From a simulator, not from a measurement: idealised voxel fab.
process module | voxel ribs on slabs
Section shown: cut. Width: 295 nm. Cell size: 5 nm, square.
A cross-section is written here as square cells arranged in a grid, and it is given in bands from the top down, each band taking up one or more rows of cells. Heights first: top, then bottom, in nm. Then materials, left to right, each with a width in nm. "all across" on a single material: fills the band edge to edge. "blank": empty space. Measure heights from 0. That's the level where, below it, the as-received wafer is all one material. The lowest band is bottomless and extends downward; write it as in "from 0 down". A width given as "30..40" starts at the first number in the band's top row and ends at the second number in its bottom row, shifting by an equal amount at every step from row to row. "no change occurred" means the step left every cell of the cross-section as it was. Heads up: "Encapsulated voids" only lists the empty pockets with no open path to the top that are 8 cells or more, and it writes them as width x height at distance, distance from the left edge, in nm. Note: text after step settings on the step line = simulator remark on that step. overlay nm, on a step with a mask: how far to the right of its planned place the mask lay; to the left if negative.

Listed below are the process steps as planned
step 1: RECEIVE: material Si
step 2: DIRECTIONAL_DEP: material SiO2, thk nm 25
step 3: DIRECTIONAL_DEP: material SiN, thk nm 25
step 4: PATTERN: tone cover, mask id RIB, material resist, width nm 25, thk nm 20, overlay nm 0
step 5: DIRECTIONAL_ETCH: etch materials SiN, depth nm 15
step 6: STRIP: etch materials resist
step 7: MASKED_ETCH: tone cover, mask id SLAB, width nm 85, etch materials SiN, depth nm 10, overlay nm 0
step 8: FILL_DEP: material SiO2, thk nm 25
step 9: CMP: height nm 65
step 10: DIRECTIONAL_DEP: material TiN, thk nm 5
step 11: PATTERN: tone cover, mask id HEATER, material resist, width nm 35, thk nm 15, overlay nm 0
step 12: DIRECTIONAL_ETCH: etch materials TiN, depth nm 5
step 13: STRIP: etch materials resist
step 14: CONFORMAL_DEP: material SiN, thk nm 5

Wafer as received: cross-section following step 1
from 0 down | Si all across
Encapsulated voids: none

Sectioned view, first of two wafers, at the close of the module, processed as intended in the plan
from 75 to 70 | blank: 125 | SiN: 45 | blank: 125
from 70 to 65 | SiN: 130 | TiN: 35 | SiN: 130
from 65 to 50 | SiO2 all across
from 50 to 35 | SiO2: 135 | SiN: 25 | SiO2: 135
from 35 to 25 | SiO2: 105 | SiN: 85 | SiO2: 105
from 25 to 0 | SiO2 all across
from 0 down | Si all across
Encapsulated voids: none

Here is the second of the two wafers cut open at the end of the module - same start, same plan as the first one, but we made one mistake running it
from 75 to 70 | blank: 125 | SiN: 45 | blank: 125
from 70 to 65 | SiN: 130 | TiN: 35 | SiN: 130
from 65 to 60 | SiO2: 135 | SiN: 25 | SiO2: 135
from 60 to 50 | SiO2: 105 | SiN: 85 | SiO2: 105
from 50 to 0 | SiO2 all across
from 0 down | Si all across
Encapsulated voids: none
What was done differently from what was planned? step 2 in the plan was executed twice
at the end the second wafer has, in cells: SiN -10, SiO2 +10
